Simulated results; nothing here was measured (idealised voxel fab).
Herein follows the process module entitled voxel fin reveal.
Cross-sectional view cut (width: 220 nm; square cell size: 5 nm).
Format of a cross-section: grid, square cells. Given as bands. Order: top down. Band: one or more rows of cells.
Band: top height; bottom height; in nm. Then, left to right: material with width in nm, for each material. "edge to edge": a single material spanning edge to edge. "empty": empty space.
Heights are measured from 0, the level below which the as-received wafer is all one material; the lowest band has no bottom and continues downward, written as in "top 0, no bottom".
When a width is written as two numbers, as in "30->40", the first number is the width in the top row of cells of the band and the second is the width in its bottom row, and the width changes by the same amount from each row to the next.
"no alteration", as given for a step, is the statement that not any cell of the cross-section underwent a change during that step.
The list in "Closed internal cavities" covers empty spaces of 8 cells or more that cannot reach the top through any open way, and it gives each as width x height at distance; the distance is from the left edge, and width, height and distance are in nm.
Whatever follows a step's settings on its line is a remark the simulator itself makes about that step.
Regarding "overlay nm": on a step with a mask, it is the distance the mask lay to the right of its planned place; a negative value places it to the left.

STEPS IN THE PROCESS PLAN
step 1: RECEIVE | material Si
step 2: CONFORMAL_DEP | material SiN | thk nm 10
step 3: PATTERN | tone cover | mask id FINS | material resist | width nm 15 | pitch nm 35 | thk nm 20 | overlay nm -15
step 4: DIRECTIONAL_ETCH | etch materials SiN | depth nm 10
step 5: DIRECTIONAL_ETCH | etch materials Si | depth nm 30
step 6: STRIP | etch materials resist
step 7: FILL_DEP | material SiO2 | thk nm 15
step 8: CMP | height nm 10
step 9: SELECTIVE_ETCH | etch materials SiO2 | depth nm 25
step 10: STRIP | etch materials SiN
For this document, wafers share an identical start and vary in the step 3 overlay nm; the plan quotes the first wafer's value.

CROSS-SECTION OF THE FIRST OF SEVERAL WAFERS ON RECEIPT, REFLECTING COMPLETION OF STEP 1
  top 0, no bottom  Si edge to edge
  Closed internal cavities: none

WAFER CROSS-SECTION (FIRST OF SEVERAL) - MODULE END, POST STEP 10 (LAST STEP)
  top 0, bottom -15  70 of empty, 15 of Si, 20 of empty, 15 of Si, 100 of empty
  top -15, bottom -30  70 of SiO2, 15 of Si, 20 of SiO2, 15 of Si, 100 of SiO2
  top -30, no bottom  Si edge to edge
  Closed internal cavities: none

LAST-WAFER CROSS-SECTION AT THE END OF THE MODULE
  top 0, bottom -15  100 of empty, 15 of Si, 20 of empty, 15 of Si, 70 of empty
  top -15, bottom -30  100 of SiO2, 15 of Si, 20 of SiO2, 15 of Si, 70 of SiO2
  top -30, no bottom  Si edge to edge
  Closed internal cavities: none

TABLE: WAFERS, A ROW EACH; END-OF-MODULE CELL CHANGE PER MATERIAL SINCE RECEIPT, GAIN (+), LOSS (-); THEN CLOSED VOIDS
overlay nm -15; -228 Si; +114 SiO2; Closed internal cavities: none
overlay nm -10; -228 Si; +114 SiO2; Closed internal cavities: none
overlay nm -5; -228 Si; +114 SiO2; Closed internal cavities: none
overlay nm 0; -228 Si; +114 SiO2; Closed internal cavities: none
overlay nm 5; -228 Si; +114 SiO2; Closed internal cavities: none
overlay nm 10; -228 Si; +114 SiO2; Closed internal cavities: none
overlay nm 15; -228 Si; +114 SiO2; Closed internal cavities: none
